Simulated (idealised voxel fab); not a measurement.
Proc. module: voxel wiring stack
FYI the section here is cut, 285 nm wide, cells are 5 nm squares.
Cross-section format: a grid of square cells, given as bands from top to bottom; each band is one or more rows of cells. Heights first: top, then bottom, in nm. Then materials, left to right, each with a width in nm. "everywhere" on a single material: fills the band edge to edge. "blank": empty space. Heights from 0 (as-received wafer is one material below). Bottom band endless downward, as "from 0 down". Width: "30..40" (first number = top row, second number = bottom row, same change from row to row of cells). What does "no alteration" mean for a step? It means no cell of the cross-section changed in that step. The list in "Trapped void list" covers empty spaces of 8 cells or more that cannot reach the top through any open way, and it gives each as width x height at distance; the distance is from the left edge, and width, height and distance are in nm. Step line, after settings: the simulator's comment on this step. overlay nm: for a step with a mask, the amount by which the mask lay right of where it was planned; a negative amount means left of it.

-- Process steps (planned)
1) RECEIVE with material Si
2) CONFORMAL_DEP with material SiO2, thk nm 15
3) CONFORMAL_DEP with material SiCN, thk nm 5
4) DIRECTIONAL_DEP with material SiO2, thk nm 25
5) MASKED_ETCH with tone open, mask id METAL_1, width nm 25, pitch nm 40, etch materials SiO2, depth nm 25, overlay nm 0
6) MASKED_ETCH with tone open, mask id METAL_1, width nm 25, pitch nm 40, etch materials SiCN, depth nm 5, overlay nm 0
7) CONFORMAL_DEP with material TiN, thk nm 5
8) FILL_DEP with material Ru, thk nm 10
9) CMP with height nm 45
10) EPI with material Ru, thk nm 5
11) FILL_DEP with material SiCN, thk nm 5
12) DIRECTIONAL_DEP with material lowk, thk nm 35
13) MASKED_ETCH with tone open, mask id METAL_2, width nm 25, pitch nm 40, etch materials lowk, depth nm 20, overlay nm 0
14) MASKED_ETCH with tone open, mask id METAL_2_HOLES, width nm 15, pitch nm 80, etch materials lowk, depth nm 15, overlay nm 0
15) MASKED_ETCH with tone open, mask id METAL_2_HOLES, width nm 15, pitch nm 80, etch materials SiCN, depth nm 5, overlay nm 0
16) CONFORMAL_DEP with material TiN, thk nm 5
17) FILL_DEP with material Cu, thk nm 5
18) CMP with height nm 90
19) CONFORMAL_DEP with material SiCN, thk nm 5
20) DIRECTIONAL_DEP with material SiO2, thk nm 10
21) DIRECTIONAL_DEP with material aC, thk nm 15
22) PATTERN with tone open, mask id PLUG_2, material resist, width nm 15, pitch nm 40, thk nm 35, overlay nm 0
23) DIRECTIONAL_ETCH with etch materials aC, depth nm 15
24) STRIP with etch materials resist
25) DIRECTIONAL_ETCH with etch materials SiO2, depth nm 10
26) DIRECTIONAL_ETCH with etch materials SiCN, depth nm 5
27) STRIP with etch materials aC
28) EPI with material Ru, thk nm 10
29) EPI with material Ru, thk nm 5
30) CONFORMAL_DEP with material SiN, thk nm 5
31) DIRECTIONAL_DEP with material lowk, thk nm 20
32) DIRECTIONAL_DEP with material aC, thk nm 10
33) PATTERN with tone open, mask id METAL_3, material resist, width nm 25, pitch nm 40, thk nm 30, overlay nm 0
34) DIRECTIONAL_ETCH with etch materials aC, depth nm 10
35) STRIP with etch materials resist
36) DIRECTIONAL_ETCH with etch materials lowk, depth nm 20
37) DIRECTIONAL_ETCH with etch materials SiN, depth nm 5
38) STRIP with etch materials aC
39) CONFORMAL_DEP with material TiN, thk nm 5
40) FILL_DEP with material W, thk nm 10
41) CMP with height nm 130
42) CONFORMAL_DEP with material SiCN, thk nm 5
43) DIRECTIONAL_DEP with material lowk, thk nm 15
44) DIRECTIONAL_DEP with material aC, thk nm 15
45) PATTERN with tone open, mask id PLUG_3, material resist, width nm 15, pitch nm 80, thk nm 35, overlay nm 0
46) DIRECTIONAL_ETCH with etch materials aC, depth nm 15
47) STRIP with etch materials resist
48) DIRECTIONAL_ETCH with etch materials lowk, depth nm 15
49) DIRECTIONAL_ETCH with etch materials SiCN, depth nm 5
50) STRIP with etch materials aC
51) EPI with material Ru, thk nm 10
52) EPI with material Ru, thk nm 10
53) DIRECTIONAL_DEP with material TiN, thk nm 5
54) DIRECTIONAL_DEP with material Ru, thk nm 15
55) MASKED_ETCH with tone cover, mask id METAL_4, width nm 25, pitch nm 40, etch materials Ru, depth nm 15, overlay nm 0
56) MASKED_ETCH with tone cover, mask id METAL_4, width nm 25, pitch nm 40, etch materials TiN, depth nm 5, overlay nm 0
57) CONFORMAL_DEP with material SiCN, thk nm 5
58) FILL_DEP with material lowk, thk nm 10
59) CMP with height nm 170
60) CONFORMAL_DEP with material SiCN, thk nm 5

-- Step 1 complete: cross-section of the wafer as received
from 0 down | Si everywhere
Trapped void list: none

-- Final cross-section, module run with one mistake (start and plan as above)
from 175 to 170 | SiCN everywhere
from 170 to 160 | 70 nm lowk, then 5 nm SiCN, then 20 nm Ru, then 5 nm SiCN, then 10 nm lowk, then 5 nm SiCN, then 20 nm Ru, then 5 nm SiCN, then 10 nm lowk, then 5 nm SiCN, then 20 nm Ru, then 5 nm SiCN, then 10 nm lowk, then 5 nm SiCN, then 20 nm Ru, then 5 nm SiCN, then 65 nm lowk
from 160 to 155 | 65 nm lowk, then 10 nm SiCN, then 20 nm Ru, then 5 nm SiCN, then 5 nm lowk, then 10 nm SiCN, then 20 nm Ru, then 5 nm SiCN, then 5 nm lowk, then 10 nm SiCN, then 20 nm Ru, then 5 nm SiCN, then 5 nm lowk, then 10 nm SiCN, then 20 nm Ru, then 5 nm SiCN, then 65 nm lowk
from 155 to 150 | 70 nm SiCN, then 25 nm TiN, then 15 nm SiCN, then 25 nm TiN, then 15 nm SiCN, then 25 nm TiN, then 15 nm SiCN, then 25 nm TiN, then 70 nm SiCN
from 150 to 135 | 70 nm lowk, then 15 nm Ru, then 65 nm lowk, then 15 nm Ru, then 120 nm lowk
from 135 to 130 | 70 nm SiCN, then 15 nm Ru, then 65 nm SiCN, then 15 nm Ru, then 120 nm SiCN
from 130 to 110 | 70 nm lowk, then 5 nm TiN, then 15 nm W, then 5 nm TiN, then 15 nm lowk, then 5 nm TiN, then 15 nm W, then 5 nm TiN, then 15 nm lowk, then 5 nm TiN, then 15 nm W, then 5 nm TiN, then 15 nm lowk, then 5 nm TiN, then 15 nm W, then 5 nm TiN, then 70 nm lowk
from 110 to 105 | 70 nm SiN, then 25 nm TiN, then 15 nm SiN, then 25 nm TiN, then 15 nm SiN, then 25 nm TiN, then 15 nm SiN, then 25 nm TiN, then 70 nm SiN
from 105 to 95 | 70 nm SiO2, then 15 nm Ru, then 25 nm SiO2, then 15 nm Ru, then 25 nm SiO2, then 15 nm Ru, then 25 nm SiO2, then 15 nm Ru, then 80 nm SiO2
from 95 to 90 | 70 nm SiCN, then 15 nm Ru, then 25 nm SiCN, then 15 nm Ru, then 25 nm SiCN, then 15 nm Ru, then 25 nm SiCN, then 15 nm Ru, then 80 nm SiCN
from 90 to 75 | 70 nm lowk, then 5 nm TiN, then 15 nm Cu, then 5 nm TiN, then 15 nm lowk, then 5 nm TiN, then 15 nm Cu, then 5 nm TiN, then 15 nm lowk, then 5 nm TiN, then 15 nm Cu, then 5 nm TiN, then 15 nm lowk, then 5 nm TiN, then 15 nm Cu, then 5 nm TiN, then 70 nm lowk
from 75 to 70 | 70 nm lowk, then 5 nm TiN, then 5 nm Cu, then 15 nm TiN, then 15 nm lowk, then 25 nm TiN, then 15 nm lowk, then 5 nm TiN, then 5 nm Cu, then 15 nm TiN, then 15 nm lowk, then 25 nm TiN, then 70 nm lowk
from 70 to 55 | 70 nm lowk, then 5 nm TiN, then 5 nm Cu, then 5 nm TiN, then 65 nm lowk, then 5 nm TiN, then 5 nm Cu, then 5 nm TiN, then 120 nm lowk
from 55 to 50 | 70 nm SiCN, then 15 nm TiN, then 65 nm SiCN, then 15 nm TiN, then 120 nm SiCN
from 50 to 45 | 65 nm SiCN, then 35 nm Ru, then 5 nm SiCN, then 35 nm Ru, then 5 nm SiCN, then 35 nm Ru, then 5 nm SiCN, then 35 nm Ru, then 65 nm SiCN
from 45 to 20 | 70 nm SiO2, then 5 nm TiN, then 15 nm Ru, then 5 nm TiN, then 15 nm SiO2, then 5 nm TiN, then 15 nm Ru, then 5 nm TiN, then 15 nm SiO2, then 5 nm TiN, then 15 nm Ru, then 5 nm TiN, then 15 nm SiO2, then 5 nm TiN, then 15 nm Ru, then 5 nm TiN, then 70 nm SiO2
from 20 to 15 | 70 nm SiCN, then 25 nm TiN, then 15 nm SiCN, then 25 nm TiN, then 15 nm SiCN, then 25 nm TiN, then 15 nm SiCN, then 25 nm TiN, then 70 nm SiCN
from 15 to 0 | SiO2 everywhere
from 0 down | Si everywhere
Trapped void list: none
Heads up, the wafer didn't run the way we planned it: planned and actual differ for step 55; actual: MASKED_ETCH with tone cover, mask id METAL_4, width nm 20, pitch nm 40, etch materials Ru, depth nm 15, overlay nm 0
